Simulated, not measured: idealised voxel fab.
Name of the process module below: voxel self aligned vias
Xsec cut, 210 nm wide, square cell size 5 nm.
How to read a cross-section here: the picture is a grid of square cells, written as bands going from the top down, and any band can span one or more rows of cells. Top height, bottom height, nm. Materials left to right, width each, nm. Single material + "full width" = fills band edge to edge. "blank" = empty. Measure heights from 0. That's the level where, below it, the as-received wafer is all one material. The lowest band is bottomless and extends downward; write it as in "0 -> down". When a width is written as two numbers, as in "30->40", the first number is the width in the top row of cells of the band and the second is the width in its bottom row, and the width changes by the same amount from each row to the next. Reading "everything unchanged" for a step: not a cell of the cross-section changed in it. The list in "Unvented cavities" covers empty spaces of 8 cells or more that cannot reach the top through any open way, and it gives each as width x height at distance; the distance is from the left edge, and width, height and distance are in nm. Heads up: the bit after the settings on a step's line is the simulator's remark on that step. "overlay nm" denotes, for a step that has a mask, the displacement of the mask to the right of its planned place, with negative values corresponding to the left.
The following list gives the planned process steps
step 1: RECEIVE [material Si]
step 2: CONFORMAL_DEP [material SiO2] [thk nm 10]
step 3: CONFORMAL_DEP [material SiCN] [thk nm 5]
step 4: DIRECTIONAL_DEP [material lowk] [thk nm 30]
step 5: PATTERN [tone open] [mask id LINES] [material resist] [width nm 20] [pitch nm 55] [thk nm 15] [overlay nm 0]
step 6: DIRECTIONAL_ETCH [etch materials lowk] [depth nm 30]
step 7: STRIP [etch materials resist]
step 8: CONFORMAL_DEP [material TiN] [thk nm 5]
step 9: FILL_DEP [material W] [thk nm 10]
step 10: CMP [height nm 45]
step 11: SELECTIVE_ETCH [etch materials W Ru TiN] [depth nm 10]
step 12: FILL_DEP [material SiN] [thk nm 5]
step 13: CMP [height nm 45]
step 14: DIRECTIONAL_DEP [material lowk] [thk nm 20]
step 15: MASKED_ETCH [tone open] [mask id VIAS] [width nm 40] [etch materials lowk] [depth nm 20] [overlay nm 0]
step 16: MASKED_ETCH [tone open] [mask id VIAS] [width nm 40] [etch materials SiN] [depth nm 10] [overlay nm 0]
step 17: CONFORMAL_DEP [material TiN] [thk nm 5]
step 18: FILL_DEP [material W] [thk nm 10]
step 19: CMP [height nm 65]
step 20: CONFORMAL_DEP [material SiCN] [thk nm 5]
Delivered wafer in cross-section: state after step 1
  0 -> down: Si full width
  Unvented cavities: none
End-of-module cross-section of the first of two wafers, processed as planned
  70 -> 65: SiCN full width
  65 -> 50: 55 nm lowk, then 5 nm TiN, then 30 nm W, then 5 nm TiN, then 115 nm lowk
  50 -> 45: 55 nm lowk, then 15 nm TiN, then 10 nm W, then 15 nm TiN, then 115 nm lowk
  45 -> 40: 65 nm lowk, then 5 nm TiN, then 10 nm W, then 5 nm TiN, then 35 nm lowk, then 20 nm SiN, then 70 nm lowk
  40 -> 35: 65 nm lowk, then 20 nm TiN, then 35 nm lowk, then 20 nm SiN, then 70 nm lowk
  35 -> 20: 65 nm lowk, then 5 nm TiN, then 10 nm W, then 5 nm TiN, then 35 nm lowk, then 5 nm TiN, then 10 nm W, then 5 nm TiN, then 70 nm lowk
  20 -> 15: 65 nm lowk, then 20 nm TiN, then 35 nm lowk, then 20 nm TiN, then 70 nm lowk
  15 -> 10: SiCN full width
  10 -> 0: SiO2 full width
  0 -> down: Si full width
  Unvented cavities: none
Now the second wafer, cross-sectioned at the end of the module. Nothing different at the start, nothing different in the plan compared with the first, just one mistake when it was actually run
  70 -> 65: SiCN full width
  65 -> 50: 65 nm lowk, then 5 nm TiN, then 30 nm W, then 5 nm TiN, then 105 nm lowk
  50 -> 45: 65 nm lowk, then 5 nm TiN, then 10 nm W, then 25 nm TiN, then 105 nm lowk
  45 -> 40: 65 nm lowk, then 5 nm TiN, then 10 nm W, then 5 nm TiN, then 35 nm lowk, then 20 nm SiN, then 70 nm lowk
  40 -> 35: 65 nm lowk, then 20 nm TiN, then 35 nm lowk, then 20 nm SiN, then 70 nm lowk
  35 -> 20: 65 nm lowk, then 5 nm TiN, then 10 nm W, then 5 nm TiN, then 35 nm lowk, then 5 nm TiN, then 10 nm W, then 5 nm TiN, then 70 nm lowk
  20 -> 15: 65 nm lowk, then 20 nm TiN, then 35 nm lowk, then 20 nm TiN, then 70 nm lowk
  15 -> 10: SiCN full width
  10 -> 0: SiO2 full width
  0 -> down: Si full width
  Unvented cavities: none
Error vs. plan: heads up, step 15 didn't go per plan, it actually ran as MASKED_ETCH [tone open] [mask id VIAS] [width nm 40] [etch materials lowk] [depth nm 20] [overlay nm 10]
At the end, each material covers as many cells on the second wafer as it does on the first, though the cells it covers are elsewhere.
